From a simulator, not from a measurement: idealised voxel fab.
process module | voxel self aligned contacts
cross-section cut | 240 nm wide | cells 5 nm
A cross-section is a grid of square cells, given in bands from the top down. A band is one or more rows of cells.
Each band's line starts with the height of the band's top and of its bottom, in nm. Then come its materials from left to right, each with its width in nm. One material with "throughout" fills the band from edge to edge. "air" is empty space.
Height 0 is the level under which the wafer as received is all one material. The lowest band goes on downwards, as in "0 down".
A width such as "30 to 40" changes by the same amount from each row of cells to the next, from the band's top row to its bottom row.
"no change" after a step means that no cell of the cross-section changed.
closed voids: empty space of 8 cells or more with no open way to the top, each as width x height at its distance from the left edge, in nm
after a step's settings: what the simulator itself notes on the step
overlay nm, on a step with a mask: how far to the right of its planned place the mask lay; to the left if negative
plan
1 op RECEIVE | material Si
2 op OXIDIZE | depth nm 5
3 op DIRECTIONAL_DEP | material polySi | thk nm 30
4 op DIRECTIONAL_DEP | material SiN | thk nm 20
5 op DIRECTIONAL_DEP | material aC | thk nm 10
6 op PATTERN | tone cover | mask id GATE | material resist | width nm 25 | pitch nm 65 | thk nm 30 | overlay nm 0
7 op DIRECTIONAL_ETCH | etch materials aC | depth nm 10
8 op STRIP | etch materials resist
9 op DIRECTIONAL_ETCH | etch materials SiN | depth nm 20
10 op DIRECTIONAL_ETCH | etch materials polySi | depth nm 30
11 op STRIP | etch materials aC
12 op CONFORMAL_DEP | material SiN | thk nm 10
13 op DIRECTIONAL_ETCH | etch materials SiN | depth nm 10
14 op FILL_DEP | material SiO2 | thk nm 15
15 op CMP | height nm 60
16 op DIRECTIONAL_DEP | material aC | thk nm 10
17 op PATTERN | tone open | mask id CONTACT | material resist | width nm 50 | thk nm 25 | overlay nm 0
18 op DIRECTIONAL_ETCH | etch materials aC | depth nm 10
19 op STRIP | etch materials resist
20 op DIRECTIONAL_ETCH | etch materials SiO2 | depth nm 65
21 op STRIP | etch materials aC
22 op CONFORMAL_DEP | material TiN | thk nm 5
23 op FILL_DEP | material W | thk nm 5
24 op CMP | height nm 60
25 op CONFORMAL_DEP | material SiN | thk nm 5
as received, after step 1
  0 down: Si throughout
  closed voids: none
first wafer at the end, as planned
  65 to 60: SiN throughout
  60 to 50: SiO2 95 | TiN 5 to 20 | W 40 to 10 | TiN 5 to 20 | SiO2 95
  50 to 30: SiO2 65 | SiN 45 | TiN 5 | W 10 | TiN 5 | SiN 45 | SiO2 65
  30 to 0: SiO2 65 | SiN 10 | polySi 25 | SiN 10 | TiN 5 | W 10 | TiN 5 | SiN 10 | polySi 25 | SiN 10 | SiO2 65
  0 to -5: SiO2 110 | TiN 20 | SiO2 110
  -5 down: Si throughout
  closed voids: none
second wafer at the end: like start, like plan, one mistake
  65 to 60: SiN throughout
  60 to 50: SiO2 95 | TiN 5 to 20 | W 40 to 10 | TiN 5 to 20 | SiO2 95
  50 to 30: SiO2 65 | SiN 45 | TiN 5 | W 10 | TiN 5 | SiN 45 | SiO2 65
  30 to 15: SiO2 65 | SiN 10 | polySi 25 | SiN 10 | TiN 5 | W 10 | TiN 5 | SiN 10 | polySi 25 | SiN 10 | SiO2 65
  15 to 10: SiO2 65 | SiN 10 | polySi 25 | SiN 10 | TiN 20 | SiN 10 | polySi 25 | SiN 10 | SiO2 65
  10 to 0: SiN 75 | polySi 25 | SiN 40 | polySi 25 | SiN 75
  0 to -5: SiO2 throughout
  -5 down: Si throughout
  closed voids: none
what went wrong: steps 12 and 13 were swapped
at the end the second wafer has, in cells: 60 more of SiN | 48 fewer of SiO2 | 6 fewer of TiN | 6 fewer of W
